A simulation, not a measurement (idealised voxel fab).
The name of this process module is voxel tone inversion.
Square cell edge 5 nm, section width 210 nm, ID cut.
This document writes a cross-section as a grid whose cells are square, and gives it as bands, listed from the top down; one or more rows of cells form a band. Quick guide to a band line: top height, bottom height (nm) up front; then every material left to right with its width in nm. Only one material and it's marked "edge to edge"? Then it fills the band edge to edge. And "empty" just means empty space. Basically, 0 is our baseline, since under it the wafer straight out of the box is all one material. The bottom band has no lower end and keeps on going down, so it looks like "0..down". Note: "30 to 40" means the width goes from the first number (top row of the band) to the second number (bottom row) in equal steps per row of cells. A step reported as "no modification" is a step in which no cell of the cross-section changed. You'll see "Enclosed empty spaces" listing empty spaces that have no way open to the top, as long as they're 8 cells or more; the notation is width x height at distance, where the distance is from the left edge, and all of it is in nm. Whatever follows a step's settings on its line is a remark the simulator itself makes about that step. "overlay nm" answers the question of how far to the right of plan the mask lay on a step that has a mask, and when it is negative the answer is to the left.
plan
1. RECEIVE [material Si]
2. CONFORMAL_DEP [material SiN] [thk nm 10]
3. DIRECTIONAL_DEP [material aC] [thk nm 25]
4. PATTERN [tone cover] [mask id POSTS] [material resist] [width nm 20] [pitch nm 40] [thk nm 30] [overlay nm -15]
5. DIRECTIONAL_ETCH [etch materials aC] [depth nm 25]
6. STRIP [etch materials resist]
7. FILL_DEP [material lowk] [thk nm 10]
8. CMP [height nm 35]
9. STRIP [etch materials aC]
10. CONFORMAL_DEP [material TiN] [thk nm 5]
11. FILL_DEP [material W] [thk nm 5]
12. CMP [height nm 35]
13. CONFORMAL_DEP [material SiCN] [thk nm 5]
Wafers differ in overlay nm at step 4; plan lists the first wafer's value; identical starting state.
Cross-section of the first incoming wafer of several, state after step 1
* 0..down | Si edge to edge
* Enclosed empty spaces: none
The cross-section of the first of several wafers is given below for the end of the module, after its final step, step 13
* 40..35 | SiCN edge to edge
* 35..15 | lowk 60, TiN 5, W 10, TiN 5, lowk 20, TiN 5, W 10, TiN 5, lowk 90
* 15..10 | lowk 60, TiN 20, lowk 20, TiN 20, lowk 90
* 10..0 | SiN edge to edge
* 0..down | Si edge to edge
* Enclosed empty spaces: none
Last wafer x-sec, end of module
* 40..35 | SiCN edge to edge
* 35..15 | lowk 90, TiN 5, W 10, TiN 5, lowk 20, TiN 5, W 10, TiN 5, lowk 60
* 15..10 | lowk 90, TiN 20, lowk 20, TiN 20, lowk 60
* 10..0 | SiN edge to edge
* 0..down | Si edge to edge
* Enclosed empty spaces: none
Heads up, this table goes wafer by wafer. A row tells you, at the end of the module, how many cells of each material that wafer has put on (+) or dropped (-) since it was received, and then its closed voids
overlay nm -15; +42 SiCN; +84 SiN; +24 TiN; +16 W; +170 lowk; Enclosed empty spaces: none
overlay nm -10; +42 SiCN; +84 SiN; +24 TiN; +16 W; +170 lowk; Enclosed empty spaces: none
overlay nm -5; +42 SiCN; +84 SiN; +24 TiN; +16 W; +170 lowk; Enclosed empty spaces: none
overlay nm 0; +42 SiCN; +84 SiN; +24 TiN; +16 W; +170 lowk; Enclosed empty spaces: none
overlay nm 5; +42 SiCN; +84 SiN; +24 TiN; +16 W; +170 lowk; Enclosed empty spaces: none
overlay nm 10; +42 SiCN; +84 SiN; +24 TiN; +16 W; +170 lowk; Enclosed empty spaces: none
overlay nm 15; +42 SiCN; +84 SiN; +24 TiN; +16 W; +170 lowk; Enclosed empty spaces: none
